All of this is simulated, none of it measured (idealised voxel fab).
process module | voxel wiring stack
cross-section cut | 280 nm wide | cells 5 nm
A cross-section is a grid of square cells, given in bands from the top down. A band is one or more rows of cells.
Each band's line starts with the height of the band's top and of its bottom, in nm. Then come its materials from left to right, each with its width in nm. One material with "throughout" fills the band from edge to edge. "air" is empty space.
Height 0 is the level under which the wafer as received is all one material. The lowest band goes on downwards, as in "0 down".
A width such as "30 to 40" changes by the same amount from each row of cells to the next, from the band's top row to its bottom row.
"no change" after a step means that no cell of the cross-section changed.
closed voids: empty space of 8 cells or more with no open way to the top, each as width x height at its distance from the left edge, in nm
after a step's settings: what the simulator itself notes on the step
overlay nm, on a step with a mask: how far to the right of its planned place the mask lay; to the left if negative
plan
1 op RECEIVE | material Si
2 op CONFORMAL_DEP | material SiO2 | thk nm 10
3 op DIRECTIONAL_DEP | material TiN | thk nm 5
4 op DIRECTIONAL_DEP | material W | thk nm 15
5 op PATTERN | tone cover | mask id METAL_1 | material resist | width nm 30 | pitch nm 55 | thk nm 15 | overlay nm 0
6 op DIRECTIONAL_ETCH | etch materials W | depth nm 15
7 op DIRECTIONAL_ETCH | etch materials TiN | depth nm 5
8 op STRIP | etch materials resist
9 op FILL_DEP | material SiO2 | thk nm 10
10 op CMP | height nm 30
11 op CONFORMAL_DEP | material SiCN | thk nm 5
12 op DIRECTIONAL_DEP | material lowk | thk nm 20
13 op PATTERN | tone open | mask id PLUG_1 | material resist | width nm 15 | pitch nm 55 | thk nm 15 | overlay nm 0
14 op DIRECTIONAL_ETCH | etch materials lowk | depth nm 20
15 op DIRECTIONAL_ETCH | etch materials SiCN | depth nm 5
16 op STRIP | etch materials resist
17 op CONFORMAL_DEP | material TiN | thk nm 5
18 op FILL_DEP | material Ru | thk nm 5
19 op CMP | height nm 55
20 op DIRECTIONAL_DEP | material TiN | thk nm 5
21 op DIRECTIONAL_DEP | material Ru | thk nm 15
22 op PATTERN | tone cover | mask id METAL_2 | material resist | width nm 30 | pitch nm 55 | thk nm 20 | overlay nm 0
23 op DIRECTIONAL_ETCH | etch materials Ru | depth nm 15
24 op DIRECTIONAL_ETCH | etch materials TiN | depth nm 5
25 op STRIP | etch materials resist
26 op CONFORMAL_DEP | material SiCN | thk nm 5
27 op FILL_DEP | material SiO2 | thk nm 5
28 op CMP | height nm 75
29 op CONFORMAL_DEP | material SiN | thk nm 5
first wafer, as planned
as received, after step 1
  0 down: Si throughout
  closed voids: none
after step 2
  10 to 0: SiO2 throughout
  below 0: unchanged
after step 3
  15 to 10: TiN throughout
  below 10: unchanged
after step 4
  30 to 15: W throughout
  below 15: unchanged
after step 5
  45 to 30: air 95 | resist 30 | air 25 | resist 30 | air 100
  below 30: unchanged
after step 6
  45 to 30: air 95 | resist 30 | air 25 | resist 30 | air 100
  30 to 15: air 95 | W 30 | air 25 | W 30 | air 100
  below 15: unchanged
after step 7
  45 to 30: air 95 | resist 30 | air 25 | resist 30 | air 100
  30 to 15: air 95 | W 30 | air 25 | W 30 | air 100
  15 to 10: air 95 | TiN 30 | air 25 | TiN 30 | air 100
  below 10: unchanged
after step 8
  30 to 15: air 95 | W 30 | air 25 | W 30 | air 100
  below 15: unchanged
after step 9
  40 to 30: SiO2 throughout
  30 to 15: SiO2 95 | W 30 | SiO2 25 | W 30 | SiO2 100
  15 to 10: SiO2 95 | TiN 30 | SiO2 25 | TiN 30 | SiO2 100
  below 10: unchanged
after step 10
  30 to 15: SiO2 95 | W 30 | SiO2 25 | W 30 | SiO2 100
  below 15: unchanged
after step 11
  35 to 30: SiCN throughout
  below 30: unchanged
after step 12
  55 to 35: lowk throughout
  below 35: unchanged
after step 13
  70 to 55: resist 95 | air 15 | resist 40 | air 15 | resist 115
  below 55: unchanged
after step 14
  70 to 55: resist 95 | air 15 | resist 40 | air 15 | resist 115
  55 to 35: lowk 95 | air 15 | lowk 40 | air 15 | lowk 115
  below 35: unchanged
after step 15
  70 to 55: resist 95 | air 15 | resist 40 | air 15 | resist 115
  55 to 35: lowk 95 | air 15 | lowk 40 | air 15 | lowk 115
  35 to 30: SiCN 95 | air 15 | SiCN 40 | air 15 | SiCN 115
  below 30: unchanged
after step 16
  55 to 35: lowk 95 | air 15 | lowk 40 | air 15 | lowk 115
  below 35: unchanged
after step 17
  60 to 55: TiN 100 | air 5 | TiN 50 | air 5 | TiN 120
  55 to 35: lowk 95 | TiN 5 | air 5 | TiN 5 | lowk 40 | TiN 5 | air 5 | TiN 5 | lowk 115
  35 to 30: SiCN 95 | TiN 15 | SiCN 40 | TiN 15 | SiCN 115
  below 30: unchanged
after step 18
  65 to 60: Ru throughout
  60 to 55: TiN 100 | Ru 5 | TiN 50 | Ru 5 | TiN 120
  55 to 35: lowk 95 | TiN 5 | Ru 5 | TiN 5 | lowk 40 | TiN 5 | Ru 5 | TiN 5 | lowk 115
  below 35: unchanged
after step 19
  55 to 35: lowk 95 | TiN 5 | Ru 5 | TiN 5 | lowk 40 | TiN 5 | Ru 5 | TiN 5 | lowk 115
  below 35: unchanged
after step 20
  60 to 55: TiN throughout
  below 55: unchanged
after step 21
  75 to 60: Ru throughout
  below 60: unchanged
after step 22
  95 to 75: air 95 | resist 30 | air 25 | resist 30 | air 100
  below 75: unchanged
after step 23
  95 to 75: air 95 | resist 30 | air 25 | resist 30 | air 100
  75 to 60: air 95 | Ru 30 | air 25 | Ru 30 | air 100
  below 60: unchanged
after step 24
  95 to 75: air 95 | resist 30 | air 25 | resist 30 | air 100
  75 to 60: air 95 | Ru 30 | air 25 | Ru 30 | air 100
  60 to 55: air 95 | TiN 30 | air 25 | TiN 30 | air 100
  below 55: unchanged
after step 25
  75 to 60: air 95 | Ru 30 | air 25 | Ru 30 | air 100
  below 60: unchanged
after step 26
  80 to 75: air 90 | SiCN 40 | air 15 | SiCN 40 | air 95
  75 to 60: air 90 | SiCN 5 | Ru 30 | SiCN 5 | air 15 | SiCN 5 | Ru 30 | SiCN 5 | air 95
  60 to 55: SiCN 95 | TiN 30 | SiCN 25 | TiN 30 | SiCN 100
  below 55: unchanged
after step 27
  85 to 80: SiO2 throughout
  80 to 75: SiO2 90 | SiCN 40 | SiO2 15 | SiCN 40 | SiO2 95
  75 to 60: SiO2 90 | SiCN 5 | Ru 30 | SiCN 5 | SiO2 15 | SiCN 5 | Ru 30 | SiCN 5 | SiO2 95
  below 60: unchanged
after step 28
  75 to 60: SiO2 90 | SiCN 5 | Ru 30 | SiCN 5 | SiO2 15 | SiCN 5 | Ru 30 | SiCN 5 | SiO2 95
  below 60: unchanged
after step 29
  80 to 75: SiN throughout
  below 75: unchanged
second wafer: like start, like plan, one mistake. Through step 12 it matches the first wafer
when step 13 should have ended
  70 to 55: air 95 | resist 15 | air 40 | resist 15 | air 115
  below 55: unchanged
when step 14 should have ended
  70 to 55: air 95 | resist 15 | air 40 | resist 15 | air 115
  55 to 35: air 95 | lowk 15 | air 40 | lowk 15 | air 115
  below 35: unchanged
when step 15 should have ended
  70 to 55: air 95 | resist 15 | air 40 | resist 15 | air 115
  55 to 35: air 95 | lowk 15 | air 40 | lowk 15 | air 115
  35 to 30: air 95 | SiCN 15 | air 40 | SiCN 15 | air 115
  below 30: unchanged
when step 16 should have ended
  55 to 35: air 95 | lowk 15 | air 40 | lowk 15 | air 115
  below 35: unchanged
when step 17 should have ended
  60 to 55: air 90 | TiN 25 | air 30 | TiN 25 | air 110
  55 to 35: air 90 | TiN 5 | lowk 15 | TiN 5 | air 30 | TiN 5 | lowk 15 | TiN 5 | air 110
  35 to 30: TiN 95 | SiCN 15 | TiN 40 | SiCN 15 | TiN 115
  below 30: unchanged
when step 18 should have ended
  65 to 60: Ru throughout
  60 to 55: Ru 90 | TiN 25 | Ru 30 | TiN 25 | Ru 110
  55 to 35: Ru 90 | TiN 5 | lowk 15 | TiN 5 | Ru 30 | TiN 5 | lowk 15 | TiN 5 | Ru 110
  below 35: unchanged
when step 19 should have ended
  55 to 35: Ru 90 | TiN 5 | lowk 15 | TiN 5 | Ru 30 | TiN 5 | lowk 15 | TiN 5 | Ru 110
  below 35: unchanged
when step 20 should have ended
  60 to 55: TiN throughout
  below 55: unchanged
when step 21 should have ended
  75 to 60: Ru throughout
  below 60: unchanged
when step 22 should have ended
  95 to 75: air 95 | resist 30 | air 25 | resist 30 | air 100
  below 75: unchanged
when step 23 should have ended
  95 to 75: air 95 | resist 30 | air 25 | resist 30 | air 100
  75 to 60: air 95 | Ru 30 | air 25 | Ru 30 | air 100
  below 60: unchanged
when step 24 should have ended
  95 to 75: air 95 | resist 30 | air 25 | resist 30 | air 100
  75 to 60: air 95 | Ru 30 | air 25 | Ru 30 | air 100
  60 to 55: air 95 | TiN 30 | air 25 | TiN 30 | air 100
  below 55: unchanged
when step 25 should have ended
  75 to 60: air 95 | Ru 30 | air 25 | Ru 30 | air 100
  below 60: unchanged
when step 26 should have ended
  80 to 75: air 90 | SiCN 40 | air 15 | SiCN 40 | air 95
  75 to 60: air 90 | SiCN 5 | Ru 30 | SiCN 5 | air 15 | SiCN 5 | Ru 30 | SiCN 5 | air 95
  60 to 55: SiCN 95 | TiN 30 | SiCN 25 | TiN 30 | SiCN 100
  below 55: unchanged
when step 27 should have ended
  85 to 80: SiO2 throughout
  80 to 75: SiO2 90 | SiCN 40 | SiO2 15 | SiCN 40 | SiO2 95
  75 to 60: SiO2 90 | SiCN 5 | Ru 30 | SiCN 5 | SiO2 15 | SiCN 5 | Ru 30 | SiCN 5 | SiO2 95
  below 60: unchanged
when step 28 should have ended
  75 to 60: SiO2 90 | SiCN 5 | Ru 30 | SiCN 5 | SiO2 15 | SiCN 5 | Ru 30 | SiCN 5 | SiO2 95
  below 60: unchanged
when step 29 should have ended
  80 to 75: SiN throughout
  below 75: unchanged
what went wrong: step 13 ran as: op PATTERN | tone cover | mask id PLUG_1 | material resist | width nm 15 | pitch nm 55 | thk nm 15 | overlay nm 0
at the end the second wafer has, in cells: 176 more of Ru | 44 fewer of SiCN | 44 more of TiN | 176 fewer of lowk
